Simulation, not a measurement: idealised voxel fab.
The process module presented herein is designated voxel gate over fins.
It is cross-section cut that appears here, measuring 275 nm in width, its square cells being 5 nm in size.
Cross-section = grid of square cells, listed top down in bands; band = one or more rows.
Band entry format. Leading values: height of top, height of bottom, nm. Remainder: materials in left-to-right order, each with its width in nm. Special words: "everywhere" on a single material, which then fills the band edge to edge; "blank", empty space.
For the purposes of this specification, 0 denotes the height below which the wafer in its as-received condition is composed wholly of one material, and the lowermost band, lacking a lower limit, extends downward without end, as expressed in "from 0 down".
Graded width ("30->40"): value in top row of band = first number; value in bottom row = second number; row-to-row change constant.
When a step is marked "nothing changed", none of the cells in the cross-section changed during that step.
What "Closed void table" gives you is every empty space of 8 cells or more that is cut off from the top. Each appears as width x height at distance, with the distance taken from the left edge and width, height and distance all in nm.
Heads up: the bit after the settings on a step's line is the simulator's remark on that step.
You can add "overlay nm" to a step's line. For a step with a mask, it describes how far the mask lay to the right of its planned position, and a negative number describes a lay to the left.
### Steps in the process plan
1,RECEIVE [material Si]
2,CONFORMAL_DEP [material SiN] [thk nm 10]
3,PATTERN [tone cover] [mask id FINS] [material resist] [width nm 15] [pitch nm 60] [thk nm 15] [overlay nm -15]
4,DIRECTIONAL_ETCH [etch materials SiN] [depth nm 10]
5,DIRECTIONAL_ETCH [etch materials Si] [depth nm 30]
6,STRIP [etch materials resist]
7,OXIDIZE [depth nm 5]
8,FILL_DEP [material SiO2] [thk nm 5]
9,CMP [height nm 10]
10,MASKED_ETCH [tone open] [mask id RAIL] [width nm 15] [etch materials SiO2] [depth nm 35] [overlay nm 0]
11,CONFORMAL_DEP [material TiN] [thk nm 5]
12,FILL_DEP [material W] [thk nm 5]
13,CMP [height nm 10]
14,SELECTIVE_ETCH [etch materials W Ru TiN] [depth nm 30]
15,FILL_DEP [material SiO2] [thk nm 5]
16,CMP [height nm 10]
17,SELECTIVE_ETCH [etch materials SiO2] [depth nm 25]
18,STRIP [etch materials SiN]
19,CONFORMAL_DEP [material HfO2] [thk nm 5]
20,CONFORMAL_DEP [material TiN] [thk nm 5]
21,CONFORMAL_DEP [material TiAl] [thk nm 5]
22,CONFORMAL_DEP [material TiN] [thk nm 5]
23,FILL_DEP [material W] [thk nm 15]
24,CMP [height nm 30]
25,CONFORMAL_DEP [material SiCN] [thk nm 5]
The wafers are alike at the start. At step 3, their overlay nm differs. The plan lists the first wafer's value.
### As-received cross-section, first of several wafers, post step 1
* from 0 down  Si everywhere
* Closed void table: none
### Cross-section, first of several wafers, end of module, after last step 25
* from 35 to 30  SiCN everywhere
* from 30 to 20  W everywhere
* from 20 to 15  W=40  TiN=45  W=15  TiN=45  W=15  TiN=45  W=70
* from 15 to 10  W=40  TiN=5  TiAl=35  TiN=5  W=15  TiN=5  TiAl=35  TiN=5  W=15  TiN=5  TiAl=35  TiN=5  W=70
* from 10 to 5  W=40  TiN=5  TiAl=5  TiN=25  TiAl=5  TiN=5  W=15  TiN=5  TiAl=5  TiN=25  TiAl=5  TiN=5  W=15  TiN=5  TiAl=5  TiN=25  TiAl=5  TiN=5  W=70
* from 5 to 0  TiN=45  TiAl=5  TiN=5  HfO2=15  TiN=5  TiAl=5  TiN=25  TiAl=5  TiN=5  HfO2=15  TiN=5  TiAl=5  TiN=25  TiAl=5  TiN=5  HfO2=15  TiN=5  TiAl=5  TiN=75
* from 0 to -5  TiAl=50  TiN=5  HfO2=5  Si=5  HfO2=5  TiN=5  TiAl=35  TiN=5  HfO2=5  Si=5  HfO2=5  TiN=5  TiAl=35  TiN=5  HfO2=5  Si=5  HfO2=5  TiN=5  TiAl=80
* from -5 to -10  TiN=55  HfO2=5  Si=5  HfO2=5  TiN=45  HfO2=5  Si=5  HfO2=5  TiN=45  HfO2=5  Si=5  HfO2=5  TiN=85
* from -10 to -15  HfO2=60  Si=5  HfO2=55  Si=5  HfO2=55  Si=5  HfO2=90
* from -15 to -20  SiO2=60  Si=5  SiO2=55  Si=5  SiO2=55  Si=5  SiO2=90
* from -20 to -25  SiO2=60  Si=5  SiO2=35  TiN=15  SiO2=5  Si=5  SiO2=55  Si=5  SiO2=90
* from -25 to -35  SiO2=60  Si=5  SiO2=55  Si=5  SiO2=55  Si=5  SiO2=90
* from -35 down  Si everywhere
* Closed void table: none
### Here we cross-sectioned the last of the wafers once the module was done
* from 35 to 30  SiCN everywhere
* from 30 to 20  W everywhere
* from 20 to 15  W=70  TiN=45  W=15  TiN=45  W=15  TiN=45  W=40
* from 15 to 10  W=70  TiN=5  TiAl=35  TiN=5  W=15  TiN=5  TiAl=35  TiN=5  W=15  TiN=5  TiAl=35  TiN=5  W=40
* from 10 to 5  W=70  TiN=5  TiAl=5  TiN=25  TiAl=5  TiN=5  W=15  TiN=5  TiAl=5  TiN=25  TiAl=5  TiN=5  W=15  TiN=5  TiAl=5  TiN=25  TiAl=5  TiN=5  W=40
* from 5 to 0  TiN=75  TiAl=5  TiN=5  HfO2=15  TiN=5  TiAl=5  TiN=25  TiAl=5  TiN=5  HfO2=15  TiN=5  TiAl=5  TiN=25  TiAl=5  TiN=5  HfO2=15  TiN=5  TiAl=5  TiN=45
* from 0 to -5  TiAl=80  TiN=5  HfO2=5  Si=5  HfO2=5  TiN=5  TiAl=35  TiN=5  HfO2=5  Si=5  HfO2=5  TiN=5  TiAl=35  TiN=5  HfO2=5  Si=5  HfO2=5  TiN=5  TiAl=50
* from -5 to -10  TiN=85  HfO2=5  Si=5  HfO2=5  TiN=45  HfO2=5  Si=5  HfO2=5  TiN=45  HfO2=5  Si=5  HfO2=5  TiN=55
* from -10 to -15  HfO2=90  Si=5  HfO2=55  Si=5  HfO2=55  Si=5  HfO2=60
* from -15 to -20  SiO2=90  Si=5  SiO2=55  Si=5  SiO2=55  Si=5  SiO2=60
* from -20 to -25  SiO2=90  Si=5  SiO2=5  TiN=15  SiO2=35  Si=5  SiO2=55  Si=5  SiO2=60
* from -25 to -35  SiO2=90  Si=5  SiO2=55  Si=5  SiO2=55  Si=5  SiO2=60
* from -35 down  Si everywhere
* Closed void table: none
### wafer rows; end of module; cells per material since receipt: (+) gained, (-) lost; then closed voids
overlay nm -15 | +73 HfO2 | -364 Si | +55 SiCN | +205 SiO2 | +73 TiAl | +149 TiN | +194 W | Closed void table: none
overlay nm -10 | +73 HfO2 | -364 Si | +55 SiCN | +205 SiO2 | +73 TiAl | +149 TiN | +194 W | Closed void table: none
overlay nm -5 | +73 HfO2 | -364 Si | +55 SiCN | +205 SiO2 | +73 TiAl | +149 TiN | +194 W | Closed void table: none
overlay nm 0 | +73 HfO2 | -364 Si | +55 SiCN | +205 SiO2 | +73 TiAl | +149 TiN | +194 W | Closed void table: none
overlay nm 5 | +73 HfO2 | -364 Si | +55 SiCN | +205 SiO2 | +73 TiAl | +149 TiN | +194 W | Closed void table: none
overlay nm 10 | +73 HfO2 | -364 Si | +55 SiCN | +205 SiO2 | +73 TiAl | +149 TiN | +194 W | Closed void table: none
overlay nm 15 | +73 HfO2 | -364 Si | +55 SiCN | +205 SiO2 | +73 TiAl | +149 TiN | +194 W | Closed void table: none
